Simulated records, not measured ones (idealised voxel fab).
Process module in this document: voxel self aligned contacts
The width of the displayed cross-section, cut, is 290 nm; its cells are square, with a size of 5 nm.
In what follows, cross-sections appear as grids of square cells, described through bands that run from the top down, where every band is one or more rows of cells.
Top, bottom (nm), then materials left to right with widths (nm); lone material tagged "full width" fills the whole band edge to edge; "blank" = empty space.
Heights are reckoned from 0. Under this level, the received wafer is all of one material. The bottommost band is open-ended downward, for example "from 0 down".
The two numbers in a width such as "30 to 40" mark its ends across the band: the first belongs to the top row of cells, the second to the bottom row, and from each row to the next the width moves by the same amount.
For the purposes of this document, the phrase "no change occurred" attached to a step denotes that no cell within the cross-section was modified by that step.
So "Closed void inventory" is basically the list of trapped voids: any empty space of 8 cells or more that can't reach the top through an opening. They're written width x height at distance, the distance being from the left edge, and it's all nm.
Text after the settings on a step's line: the simulator's own remark on that step.
overlay nm, on a step with a mask: how far to the right of its planned place the mask lay; to the left if negative

## Process steps - plan
| 1 | RECEIVE,material Si |
| 2 | CONFORMAL_DEP,material SiO2,thk nm 5 |
| 3 | DIRECTIONAL_DEP,material polySi,thk nm 30 |
| 4 | DIRECTIONAL_DEP,material SiN,thk nm 20 |
| 5 | MASKED_ETCH,tone cover,mask id GATE,width nm 25,pitch nm 60,etch materials SiN,depth nm 20,overlay nm 0 |
| 6 | MASKED_ETCH,tone cover,mask id GATE,width nm 25,pitch nm 60,etch materials polySi,depth nm 30,overlay nm 0 |
| 7 | CONFORMAL_DEP,material SiN,thk nm 10 |
| 8 | DIRECTIONAL_ETCH,etch materials SiN,depth nm 10 |
| 9 | FILL_DEP,material SiO2,thk nm 10 |
| 10 | CMP,height nm 60 |
| 11 | DIRECTIONAL_DEP,material aC,thk nm 15 |
| 12 | PATTERN,tone open,mask id CONTACT,material resist,width nm 45,thk nm 35,overlay nm -15 |
| 13 | DIRECTIONAL_ETCH,etch materials aC,depth nm 15 |
| 14 | STRIP,etch materials resist |
| 15 | DIRECTIONAL_ETCH,etch materials SiO2,depth nm 60 |
| 16 | STRIP,etch materials aC |
| 17 | CONFORMAL_DEP,material TiN,thk nm 5 |
| 18 | FILL_DEP,material W,thk nm 5 |
| 19 | CMP,height nm 60 |
| 20 | CONFORMAL_DEP,material SiN,thk nm 5 |
Wafers differ in overlay nm at step 12; plan lists the first wafer's value; identical starting state.

## Received wafers, first of several: cross-section after step 1
- from 0 down | Si full width
- Closed void inventory: none

## Take a look at the first of several wafers in cross-section: the module is done, and step 20 was its last step
- from 65 to 60 | SiN full width
- from 60 to 55 | 105 SiO2  35 TiN  5 W  5 TiN  140 SiO2
- from 55 to 35 | 90 SiO2  45 SiN  5 TiN  5 W  5 TiN  45 SiN  95 SiO2
- from 35 to 5 | 90 SiO2  10 SiN  25 polySi  10 SiN  5 TiN  5 W  5 TiN  10 SiN  25 polySi  10 SiN  95 SiO2
- from 5 to 0 | 135 SiO2  15 TiN  140 SiO2
- from 0 down | Si full width
- Closed void inventory: none

## X-section, last wafer, module end
- from 65 to 60 | SiN full width
- from 60 to 55 | 135 SiO2  5 TiN  5 W  35 TiN  110 SiO2
- from 55 to 35 | 90 SiO2  45 SiN  5 TiN  5 W  5 TiN  45 SiN  95 SiO2
- from 35 to 5 | 90 SiO2  10 SiN  25 polySi  10 SiN  5 TiN  5 W  5 TiN  10 SiN  25 polySi  10 SiN  95 SiO2
- from 5 to 0 | 135 SiO2  15 TiN  140 SiO2
- from 0 down | Si full width
- Closed void inventory: none

## Here is how to read the rows: every wafer has a row, and it shows the wafer at the end of the module, giving for each material how many cells were gained (+) or lost (-) since the wafer was received, then listing its closed voids
overlay nm -15; +178 SiN; +474 SiO2; +31 TiN; +11 W; +60 polySi; Closed void inventory: none
overlay nm -10; +178 SiN; +474 SiO2; +31 TiN; +11 W; +60 polySi; Closed void inventory: none
overlay nm -5; +178 SiN; +474 SiO2; +31 TiN; +11 W; +60 polySi; Closed void inventory: none
overlay nm 0; +178 SiN; +474 SiO2; +31 TiN; +11 W; +60 polySi; Closed void inventory: none
overlay nm 5; +178 SiN; +474 SiO2; +31 TiN; +11 W; +60 polySi; Closed void inventory: none
overlay nm 10; +178 SiN; +474 SiO2; +31 TiN; +11 W; +60 polySi; Closed void inventory: none
overlay nm 15; +178 SiN; +474 SiO2; +31 TiN; +11 W; +60 polySi; Closed void inventory: none
